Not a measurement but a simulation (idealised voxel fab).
voxel wiring stack: a process module
Cross-section cut: width 170 nm, square cells of 5 nm.
Just so we're on the same page, the cross-sections are grids of square cells, and they're listed out in bands top to bottom, each band one or more rows deep.
Each band's line starts with the height of the band's top and of its bottom, in nm. Then come its materials from left to right, each with its width in nm. One material with "all across" fills the band from edge to edge. "air" is empty space.
Measure heights from 0. That's the level where, below it, the as-received wafer is all one material. The lowest band is bottomless and extends downward; write it as in "0 and below".
It should be noted that a width expressed as "30 to 40" varies in equal increments from row to row of cells within the band, taking the value of the first number at the top row and that of the second number at the bottom row.
Reading "remains unaltered" for a step: not a cell of the cross-section changed in it.
The list in "Closed void table" covers empty spaces of 8 cells or more that cannot reach the top through any open way, and it gives each as width x height at distance; the distance is from the left edge, and width, height and distance are in nm.
What comes after the settings on a step's line is commentary from the simulator itself on that step.
overlay nm: mask offset rightward from planned place, masked step; negative means leftward offset.

# Below is the list of planned process steps
1 RECEIVE, material Si
2 CONFORMAL_DEP, material SiO2, thk nm 15
3 DIRECTIONAL_DEP, material TiN, thk nm 5
4 DIRECTIONAL_DEP, material W, thk nm 25
5 MASKED_ETCH, tone cover, mask id METAL_1, width nm 30, pitch nm 45, etch materials W, depth nm 25, overlay nm 0
6 MASKED_ETCH, tone cover, mask id METAL_1, width nm 30, pitch nm 45, etch materials TiN, depth nm 5, overlay nm 0
7 CONFORMAL_DEP, material SiCN, thk nm 5
8 FILL_DEP, material SiO2, thk nm 5
9 CMP, height nm 45
10 CONFORMAL_DEP, material SiCN, thk nm 5
11 DIRECTIONAL_DEP, material SiO2, thk nm 30
12 DIRECTIONAL_DEP, material aC, thk nm 15
13 PATTERN, tone open, mask id METAL_2_HOLES, material resist, width nm 15, pitch nm 90, thk nm 35, overlay nm 0
14 DIRECTIONAL_ETCH, etch materials aC, depth nm 15
15 STRIP, etch materials resist
16 DIRECTIONAL_ETCH, etch materials SiO2, depth nm 30
17 STRIP, etch materials aC
18 PATTERN, tone open, mask id METAL_2, material resist, width nm 30, pitch nm 45, thk nm 15, overlay nm 0
19 DIRECTIONAL_ETCH, etch materials SiO2, depth nm 15
20 DIRECTIONAL_ETCH, etch materials SiCN, depth nm 5
21 STRIP, etch materials resist
22 CONFORMAL_DEP, material TiN, thk nm 5
23 FILL_DEP, material Ru, thk nm 10
24 CMP, height nm 80
25 CONFORMAL_DEP, material SiCN, thk nm 5

# Step 1 complete: cross-section of the wafer as received
0 and below  Si all across
Closed void table: none

# The plan above was carried out on the starting structure above with one mistake, and this cross-section shows the wafer at the end of the module
85 down to 80  SiCN all across
80 down to 70  25 SiO2 | 5 TiN | 20 Ru | 5 TiN | 15 SiO2 | 5 TiN | 20 Ru | 5 TiN | 15 SiO2 | 5 TiN | 20 Ru | 5 TiN | 25 SiO2
70 down to 65  25 SiO2 | 5 TiN | 10 Ru | 15 TiN | 15 SiO2 | 30 TiN | 15 SiO2 | 5 TiN | 10 Ru | 15 TiN | 25 SiO2
65 down to 50  25 SiO2 | 5 TiN | 10 Ru | 5 TiN | 70 SiO2 | 5 TiN | 10 Ru | 5 TiN | 35 SiO2
50 down to 45  25 SiCN | 20 TiN | 70 SiCN | 20 TiN | 35 SiCN
45 down to 20  20 SiO2 | 5 SiCN | 30 W | 5 SiCN | 5 SiO2 | 5 SiCN | 30 W | 5 SiCN | 5 SiO2 | 5 SiCN | 30 W | 5 SiCN | 20 SiO2
20 down to 15  25 SiCN | 30 TiN | 15 SiCN | 30 TiN | 15 SiCN | 30 TiN | 25 SiCN
15 down to 0  SiO2 all across
0 and below  Si all across
Closed void table: none
Finding, execution versus plan: step 13 was not run as planned; what actually ran was PATTERN, tone open, mask id METAL_2_HOLES, material resist, width nm 20, pitch nm 90, thk nm 35, overlay nm 0
